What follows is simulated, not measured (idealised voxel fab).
Process module under the name voxel wiring stack
Pictured: cross-section cut, 300 nm wide, on a grid of 5 nm square cells.
In what follows, cross-sections appear as grids of square cells, described through bands that run from the top down, where every band is one or more rows of cells.
Quick guide to a band line: top height, bottom height (nm) up front; then every material left to right with its width in nm. Only one material and it's marked "throughout"? Then it fills the band edge to edge. And "blank" just means empty space.
It should be noted that heights are counted from 0, beneath which the wafer as supplied is of one material throughout, and that the lowest band possesses no lower boundary but continues downward, as written in "0..down".
The width entry "30->40" should be interpreted row by row: the top row of cells in the band takes the first number, the bottom row takes the second number, and the change between adjacent rows is uniform throughout.
Where the words "stayed the same" appear for a step, the cross-section shows no cell changed by that step; every cell remained as before.
Empty spaces counting at least 8 cells and having no open way to the top are listed in "Entrapped void list". The notation width x height at distance is used for each, the distance being from the left edge and all three values in nm.
What comes after the settings on a step's line is commentary from the simulator itself on that step.
overlay nm: right-of-plan distance of the mask on a masked step; negative values mean left-of-plan.
The steps planned for the process are as follows:
- 1: RECEIVE with material Si
- 2: CONFORMAL_DEP with material SiO2, thk nm 15
- 3: CONFORMAL_DEP with material SiN, thk nm 5
- 4: DIRECTIONAL_DEP with material SiO2, thk nm 15
- 5: DIRECTIONAL_DEP with material aC, thk nm 10
- 6: PATTERN with tone open, mask id METAL_1, material resist, width nm 30, pitch nm 55, thk nm 25, overlay nm 0
- 7: DIRECTIONAL_ETCH with etch materials aC, depth nm 10
- 8: STRIP with etch materials resist
- 9: DIRECTIONAL_ETCH with etch materials SiO2, depth nm 15
- 10: DIRECTIONAL_ETCH with etch materials SiN, depth nm 5
- 11: STRIP with etch materials aC
- 12: CONFORMAL_DEP with material TiN, thk nm 5
- 13: FILL_DEP with material Ru, thk nm 10
- 14: CMP with height nm 35
- 15: CONFORMAL_DEP with material SiCN, thk nm 5
- 16: DIRECTIONAL_DEP with material lowk, thk nm 30
- 17: PATTERN with tone open, mask id METAL_2, material resist, width nm 30, pitch nm 55, thk nm 20, overlay nm 0
- 18: DIRECTIONAL_ETCH with etch materials lowk, depth nm 20
- 19: STRIP with etch materials resist
- 20: MASKED_ETCH with tone open, mask id METAL_2_HOLES, width nm 15, pitch nm 55, etch materials lowk, depth nm 10, overlay nm 0
- 21: MASKED_ETCH with tone open, mask id METAL_2_HOLES, width nm 15, pitch nm 55, etch materials SiCN, depth nm 5, overlay nm 0
- 22: CONFORMAL_DEP with material TiN, thk nm 5
- 23: FILL_DEP with material Cu, thk nm 10
- 24: CMP with height nm 70
- 25: CONFORMAL_DEP with material SiCN, thk nm 5
- 26: DIRECTIONAL_DEP with material SiO2, thk nm 30
- 27: MASKED_ETCH with tone open, mask id METAL_3_HOLES, width nm 15, pitch nm 55, etch materials SiO2, depth nm 30, overlay nm 0
- 28: MASKED_ETCH with tone open, mask id METAL_3, width nm 30, pitch nm 55, etch materials SiO2, depth nm 20, overlay nm 0
- 29: MASKED_ETCH with tone open, mask id METAL_3, width nm 30, pitch nm 55, etch materials SiCN, depth nm 5, overlay nm 0
- 30: CONFORMAL_DEP with material TiN, thk nm 5
- 31: FILL_DEP with material Cu, thk nm 5
- 32: CMP with height nm 105
- 33: CONFORMAL_DEP with material SiCN, thk nm 5
- 34: DIRECTIONAL_DEP with material lowk, thk nm 30
- 35: MASKED_ETCH with tone open, mask id METAL_4_HOLES, width nm 15, pitch nm 55, etch materials lowk, depth nm 30, overlay nm 0
- 36: DIRECTIONAL_DEP with material aC, thk nm 10
- 37: PATTERN with tone open, mask id METAL_4, material resist, width nm 30, pitch nm 55, thk nm 30, overlay nm 0
- 38: DIRECTIONAL_ETCH with etch materials aC, depth nm 10
- 39: STRIP with etch materials resist
- 40: DIRECTIONAL_ETCH with etch materials lowk, depth nm 20
- 41: DIRECTIONAL_ETCH with etch materials SiCN, depth nm 5
- 42: STRIP with etch materials aC
- 43: CONFORMAL_DEP with material TiN, thk nm 5
- 44: FILL_DEP with material Cu, thk nm 5
- 45: CMP with height nm 140
- 46: CONFORMAL_DEP with material SiN, thk nm 5
The cross-section here shows the wafer as received, i.e. in its state after step 1:
> 0..down | Si throughout
> Entrapped void list: none
Starting wafer: above. Plan: above. Run: one mistake. Cross-section after the module: below:
> 145..140 | SiN throughout
> 140..125 | 80 lowk, 5 TiN, 30 Cu, 5 TiN, 15 lowk, 5 TiN, 30 Cu, 5 TiN, 15 lowk, 5 TiN, 30 Cu, 5 TiN, 70 lowk
> 125..115 | 80 lowk, 5 TiN, 5 Cu, 30->5 TiN, 15->40 lowk, 5 TiN, 5 Cu, 30->5 TiN, 15->40 lowk, 5 TiN, 5 Cu, 30->5 TiN, 70->95 lowk
> 115..110 | 80 lowk, 15 TiN, 40 lowk, 15 TiN, 40 lowk, 15 TiN, 95 lowk
> 110..105 | 90 SiCN, 5 TiN, 50 SiCN, 5 TiN, 50 SiCN, 5 TiN, 95 SiCN
> 105..90 | 80 SiO2, 5 TiN, 20 Cu, 5 TiN, 25 SiO2, 5 TiN, 20 Cu, 5 TiN, 25 SiO2, 5 TiN, 20 Cu, 5 TiN, 80 SiO2
> 90..85 | 80 SiO2, 5 TiN, 5 Cu, 20 TiN, 25 SiO2, 5 TiN, 5 Cu, 20 TiN, 25 SiO2, 5 TiN, 5 Cu, 20 TiN, 80 SiO2
> 85..75 | 80 SiO2, 5 TiN, 5 Cu, 5 TiN, 40 SiO2, 5 TiN, 5 Cu, 5 TiN, 40 SiO2, 5 TiN, 5 Cu, 5 TiN, 95 SiO2
> 75..70 | 80 SiCN, 15 TiN, 40 SiCN, 15 TiN, 40 SiCN, 15 TiN, 95 SiCN
> 70..55 | 80 lowk, 5 TiN, 20 Cu, 5 TiN, 25 lowk, 5 TiN, 20 Cu, 5 TiN, 25 lowk, 5 TiN, 20 Cu, 5 TiN, 80 lowk
> 55..50 | 80 lowk, 5 TiN, 5 Cu, 20 TiN, 25 lowk, 5 TiN, 5 Cu, 20 TiN, 25 lowk, 5 TiN, 5 Cu, 20 TiN, 80 lowk
> 50..40 | 80 lowk, 5 TiN, 5 Cu, 5 TiN, 40 lowk, 5 TiN, 5 Cu, 5 TiN, 40 lowk, 5 TiN, 5 Cu, 5 TiN, 95 lowk
> 40..35 | 80 SiCN, 15 TiN, 40 SiCN, 15 TiN, 40 SiCN, 15 TiN, 95 SiCN
> 35..20 | 80 SiO2, 5 TiN, 20 Ru, 5 TiN, 25 SiO2, 5 TiN, 20 Ru, 5 TiN, 25 SiO2, 5 TiN, 20 Ru, 5 TiN, 80 SiO2
> 20..15 | 80 SiN, 30 TiN, 25 SiN, 30 TiN, 25 SiN, 30 TiN, 80 SiN
> 15..0 | SiO2 throughout
> 0..down | Si throughout
> Entrapped void list: none
Misprocessing identified: the process deviated at step 37: the operation and settings actually run there were PATTERN with tone open, mask id METAL_4, material resist, width nm 30, pitch nm 55, thk nm 30, overlay nm 10
